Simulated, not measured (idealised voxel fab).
Process module under the name voxel gate over fins
Cross-sectional view cut (width: 300 nm; square cell size: 5 nm).
Cross-section spec: square-cell grid; bands listed top down; each band is one or more rows. First you get the band's top height and its bottom height, in nm, and then the materials it's made of, left to right, with each width in nm. If you see a single material with "throughout", that one covers the band edge to edge. "blank" is empty space. Heads up on the height convention: 0 is the point under which the incoming wafer is all one material, and the lowest band has no bottom, it just keeps going down, like "0 down". A two-number width, for instance "30..40", indicates that the width is equal to the first number in the top row of the band and to the second number in the bottom row, and that it changes by a constant amount per row of cells. "nothing changed" -> step changed no cross-section cell. Basically, "Enclosed internal voids" tells you about the enclosed voids: empty spaces with no open way to the top, 8 cells or bigger, each written width x height at distance, where distance is from the left edge, all in nm. Post-settings text on a step line: simulator's own remark regarding the step. Each step line may optionally specify "overlay nm", which for a step with a mask gives the rightward distance between the mask's planned place and where it lay, a negative value indicating the leftward direction.

Planned step list for the process:
1,RECEIVE, material Si
2,CONFORMAL_DEP, material SiN, thk nm 5
3,DIRECTIONAL_DEP, material aC, thk nm 10
4,PATTERN, tone cover, mask id FINS, material resist, width nm 15, pitch nm 40, thk nm 30, overlay nm -15
5,DIRECTIONAL_ETCH, etch materials aC, depth nm 10
6,STRIP, etch materials resist
7,DIRECTIONAL_ETCH, etch materials SiN, depth nm 5
8,DIRECTIONAL_ETCH, etch materials Si, depth nm 30
9,STRIP, etch materials aC
10,OXIDIZE, depth nm 5
11,FILL_DEP, material SiO2, thk nm 10
12,CMP, height nm 5
13,SELECTIVE_ETCH, etch materials SiO2, depth nm 20
14,STRIP, etch materials SiN
15,CONFORMAL_DEP, material HfO2, thk nm 5
16,CONFORMAL_DEP, material TiN, thk nm 5
17,CONFORMAL_DEP, material TiAl, thk nm 5
18,CONFORMAL_DEP, material TiN, thk nm 5
19,FILL_DEP, material W, thk nm 15
20,CMP, height nm 30
21,CONFORMAL_DEP, material SiCN, thk nm 5
Wafers differ in overlay nm at step 4; plan lists the first wafer's value; identical starting state.

This is how the first of several wafers looked in cross-section when it arrived, which is after step 1:
* 0 down  Si throughout
* Enclosed internal voids: none

The figure below presents a cross-section of the first of several wafers at the conclusion of the module, following its last step, step 21:
* 35 to 30  SiCN throughout
* 30 to 20  W throughout
* 20 to 15  W 70 nm; TiN 125 nm; W 105 nm
* 15 to 10  W 70 nm; TiN 5 nm; TiAl 35 nm; TiN 5 nm; TiAl 35 nm; TiN 5 nm; TiAl 35 nm; TiN 5 nm; W 105 nm
* 10 to 5  W 70 nm; TiN 5 nm; TiAl 5 nm; TiN 25 nm; TiAl 5 nm; TiN 5 nm; TiAl 5 nm; TiN 25 nm; TiAl 5 nm; TiN 5 nm; TiAl 5 nm; TiN 25 nm; TiAl 5 nm; TiN 5 nm; W 105 nm
* 5 to 0  TiN 75 nm; TiAl 5 nm; TiN 5 nm; HfO2 15 nm; TiN 5 nm; TiAl 5 nm; TiN 5 nm; TiAl 5 nm; TiN 5 nm; HfO2 15 nm; TiN 5 nm; TiAl 5 nm; TiN 5 nm; TiAl 5 nm; TiN 5 nm; HfO2 15 nm; TiN 5 nm; TiAl 5 nm; TiN 110 nm
* 0 to -5  TiAl 80 nm; TiN 5 nm; HfO2 5 nm; Si 5 nm; HfO2 5 nm; TiN 5 nm; TiAl 15 nm; TiN 5 nm; HfO2 5 nm; Si 5 nm; HfO2 5 nm; TiN 5 nm; TiAl 15 nm; TiN 5 nm; HfO2 5 nm; Si 5 nm; HfO2 5 nm; TiN 5 nm; TiAl 115 nm
* -5 to -10  TiN 85 nm; HfO2 5 nm; Si 5 nm; HfO2 5 nm; TiN 25 nm; HfO2 5 nm; Si 5 nm; HfO2 5 nm; TiN 25 nm; HfO2 5 nm; Si 5 nm; HfO2 5 nm; TiN 120 nm
* -10 to -15  HfO2 90 nm; Si 5 nm; HfO2 35 nm; Si 5 nm; HfO2 35 nm; Si 5 nm; HfO2 125 nm
* -15 to -35  SiO2 90 nm; Si 5 nm; SiO2 35 nm; Si 5 nm; SiO2 35 nm; Si 5 nm; SiO2 125 nm
* -35 down  Si throughout
* Enclosed internal voids: none

Module end, final wafer: cross-section:
* 35 to 30  SiCN throughout
* 30 to 20  W throughout
* 20 to 15  W 100 nm; TiN 125 nm; W 75 nm
* 15 to 10  W 100 nm; TiN 5 nm; TiAl 35 nm; TiN 5 nm; TiAl 35 nm; TiN 5 nm; TiAl 35 nm; TiN 5 nm; W 75 nm
* 10 to 5  W 100 nm; TiN 5 nm; TiAl 5 nm; TiN 25 nm; TiAl 5 nm; TiN 5 nm; TiAl 5 nm; TiN 25 nm; TiAl 5 nm; TiN 5 nm; TiAl 5 nm; TiN 25 nm; TiAl 5 nm; TiN 5 nm; W 75 nm
* 5 to 0  TiN 105 nm; TiAl 5 nm; TiN 5 nm; HfO2 15 nm; TiN 5 nm; TiAl 5 nm; TiN 5 nm; TiAl 5 nm; TiN 5 nm; HfO2 15 nm; TiN 5 nm; TiAl 5 nm; TiN 5 nm; TiAl 5 nm; TiN 5 nm; HfO2 15 nm; TiN 5 nm; TiAl 5 nm; TiN 80 nm
* 0 to -5  TiAl 110 nm; TiN 5 nm; HfO2 5 nm; Si 5 nm; HfO2 5 nm; TiN 5 nm; TiAl 15 nm; TiN 5 nm; HfO2 5 nm; Si 5 nm; HfO2 5 nm; TiN 5 nm; TiAl 15 nm; TiN 5 nm; HfO2 5 nm; Si 5 nm; HfO2 5 nm; TiN 5 nm; TiAl 85 nm
* -5 to -10  TiN 115 nm; HfO2 5 nm; Si 5 nm; HfO2 5 nm; TiN 25 nm; HfO2 5 nm; Si 5 nm; HfO2 5 nm; TiN 25 nm; HfO2 5 nm; Si 5 nm; HfO2 5 nm; TiN 90 nm
* -10 to -15  HfO2 120 nm; Si 5 nm; HfO2 35 nm; Si 5 nm; HfO2 35 nm; Si 5 nm; HfO2 95 nm
* -15 to -35  SiO2 120 nm; Si 5 nm; SiO2 35 nm; Si 5 nm; SiO2 35 nm; Si 5 nm; SiO2 95 nm
* -35 down  Si throughout
* Enclosed internal voids: none

Table: wafers, a row each; end-of-module cell change per material since receipt, gain (+), loss (-); then closed voids:
overlay nm -15; +78 HfO2; -399 Si; +60 SiCN; +228 SiO2; +78 TiAl; +150 TiN; +225 W; Enclosed internal voids: none
overlay nm -10; +78 HfO2; -399 Si; +60 SiCN; +228 SiO2; +78 TiAl; +150 TiN; +225 W; Enclosed internal voids: none
overlay nm -5; +78 HfO2; -399 Si; +60 SiCN; +228 SiO2; +78 TiAl; +150 TiN; +225 W; Enclosed internal voids: none
overlay nm 0; +78 HfO2; -399 Si; +60 SiCN; +228 SiO2; +78 TiAl; +150 TiN; +225 W; Enclosed internal voids: none
overlay nm 5; +78 HfO2; -399 Si; +60 SiCN; +228 SiO2; +78 TiAl; +150 TiN; +225 W; Enclosed internal voids: none
overlay nm 10; +78 HfO2; -399 Si; +60 SiCN; +228 SiO2; +78 TiAl; +150 TiN; +225 W; Enclosed internal voids: none
overlay nm 15; +78 HfO2; -399 Si; +60 SiCN; +228 SiO2; +78 TiAl; +150 TiN; +225 W; Enclosed internal voids: none
